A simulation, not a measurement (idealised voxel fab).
process module | voxel gate over fins
cross-section cut | 290 nm wide | cells 5 nm
A cross-section is a grid of square cells, given in bands from the top down. A band is one or more rows of cells.
Each band's line starts with the height of the band's top and of its bottom, in nm. Then come its materials from left to right, each with its width in nm. One material with "throughout" fills the band from edge to edge. "air" is empty space.
Height 0 is the level under which the wafer as received is all one material. The lowest band goes on downwards, as in "0 down".
A width such as "30 to 40" changes by the same amount from each row of cells to the next, from the band's top row to its bottom row.
"no change" after a step means that no cell of the cross-section changed.
closed voids: empty space of 8 cells or more with no open way to the top, each as width x height at its distance from the left edge, in nm
after a step's settings: what the simulator itself notes on the step
overlay nm, on a step with a mask: how far to the right of its planned place the mask lay; to the left if negative
plan
1 op RECEIVE | material Si
2 op CONFORMAL_DEP | material SiN | thk nm 5
3 op PATTERN | tone cover | mask id FINS | material resist | width nm 15 | pitch nm 40 | thk nm 15 | overlay nm 0
4 op DIRECTIONAL_ETCH | etch materials SiN | depth nm 5
5 op DIRECTIONAL_ETCH | etch materials Si | depth nm 25
6 op STRIP | etch materials resist
7 op OXIDIZE | depth nm 5
8 op FILL_DEP | material SiO2 | thk nm 5
9 op CMP | height nm 5
10 op SELECTIVE_ETCH | etch materials SiO2 | depth nm 20
11 op STRIP | etch materials SiN
12 op CONFORMAL_DEP | material HfO2 | thk nm 5
13 op CONFORMAL_DEP | material TiN | thk nm 5
14 op FILL_DEP | material W | thk nm 15
15 op CMP | height nm 20
16 op CONFORMAL_DEP | material SiN | thk nm 10
varied across the wafers: depth nm of step 5. The plan shows the first wafer's value. All wafers start alike
first wafer as received, after step 1
  0 down: Si throughout
  closed voids: none
each wafer at the end: cells of each material gained (+) or lost (-) since it was received, then its closed voids
depth nm 25 | +82 HfO2 | -324 Si | +116 SiN | +162 SiO2 | +82 TiN | +230 W | closed voids: none
depth nm 30 | +82 HfO2 | -378 Si | +116 SiN | +216 SiO2 | +82 TiN | +230 W | closed voids: none
depth nm 35 | +82 HfO2 | -432 Si | +116 SiN | +270 SiO2 | +82 TiN | +230 W | closed voids: none
depth nm 40 | +82 HfO2 | -486 Si | +116 SiN | +324 SiO2 | +82 TiN | +230 W | closed voids: none
depth nm 45 | +82 HfO2 | -540 Si | +116 SiN | +378 SiO2 | +82 TiN | +230 W | closed voids: none
depth nm 50 | +82 HfO2 | -594 Si | +116 SiN | +432 SiO2 | +82 TiN | +230 W | closed voids: none
